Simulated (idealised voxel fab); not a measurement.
Process module in this document: voxel released beams
Cross-section cut spans 295 nm and uses square cells 5 nm in size.
Notation: cross-section as square-cell grid; stated in bands, top first, going down; one or more cell rows per band.
Top height, bottom height, nm. Materials left to right, width each, nm. Single material + "all across" = fills band edge to edge. "air" = empty.
A quick word on heights: they are counted from 0, and under that level the wafer as it came to us is one material throughout. The lowest band is different from the rest in having no bottom; it simply continues downward, written as in "0 -> down".
When a width is written as two numbers, as in "30->40", the first number is the width in the top row of cells of the band and the second is the width in its bottom row, and the width changes by the same amount from each row to the next.
"same as before" means the step left every cell of the cross-section as it was.
For the entry "Closed cavities", the listed items are empty spaces with no open way to the top whose size is 8 cells or more; each item follows the pattern width x height at distance, where distance is from the left edge and all three are in nm.
What comes after the settings on a step's line is commentary from the simulator itself on that step.
overlay nm: step with mask; distance mask lay right of planned place; negative value = left of planned place.
Steps planned for the process:
1 RECEIVE, material Si
2 CONFORMAL_DEP, material Al2O3, thk nm 5
3 DIRECTIONAL_DEP, material SiO2, thk nm 15
4 DIRECTIONAL_DEP, material aC, thk nm 15
5 PATTERN, tone open, mask id ANCHOR, material resist, width nm 40, thk nm 35, overlay nm 0
6 DIRECTIONAL_ETCH, etch materials aC, depth nm 15
7 STRIP, etch materials resist
8 DIRECTIONAL_ETCH, etch materials SiO2, depth nm 15
9 STRIP, etch materials aC
10 CONFORMAL_DEP, material SiN, thk nm 15
11 DIRECTIONAL_DEP, material aC, thk nm 15
12 PATTERN, tone cover, mask id BEAM, material resist, width nm 95, thk nm 30, overlay nm 0
13 DIRECTIONAL_ETCH, etch materials aC, depth nm 15
14 STRIP, etch materials resist
15 DIRECTIONAL_ETCH, etch materials SiN, depth nm 15
16 STRIP, etch materials aC
17 STRIP, etch materials SiO2
Shown in cross-section is the wafer as received, that is, as it stands after step 1:
* 0 -> down: Si all across
* Closed cavities: none
Cross-section taken at module completion on the first of two wafers; processed per the plan:
* 35 -> 20: air=95; SiN=20; air=10; SiN=65; air=105
* 20 -> 5: air=100; SiN=40; air=155
* 5 -> 0: Al2O3 all across
* 0 -> down: Si all across
* Closed cavities: none
Wafer two, end of module, cross-section. Same start, same plan as wafer one. One mistake in the run:
* 35 -> 20: air=85; SiN=30; air=10; SiN=55; air=115
* 20 -> 5: air=100; SiN=40; air=155
* 5 -> 0: Al2O3 all across
* 0 -> down: Si all across
* Closed cavities: none
what went wrong: for step 12, the planned setting was not used; the step was instead run as PATTERN, tone cover, mask id BEAM, material resist, width nm 95, thk nm 30, overlay nm -10
Final state: per-material cell counts identical on both wafers; locations differ.
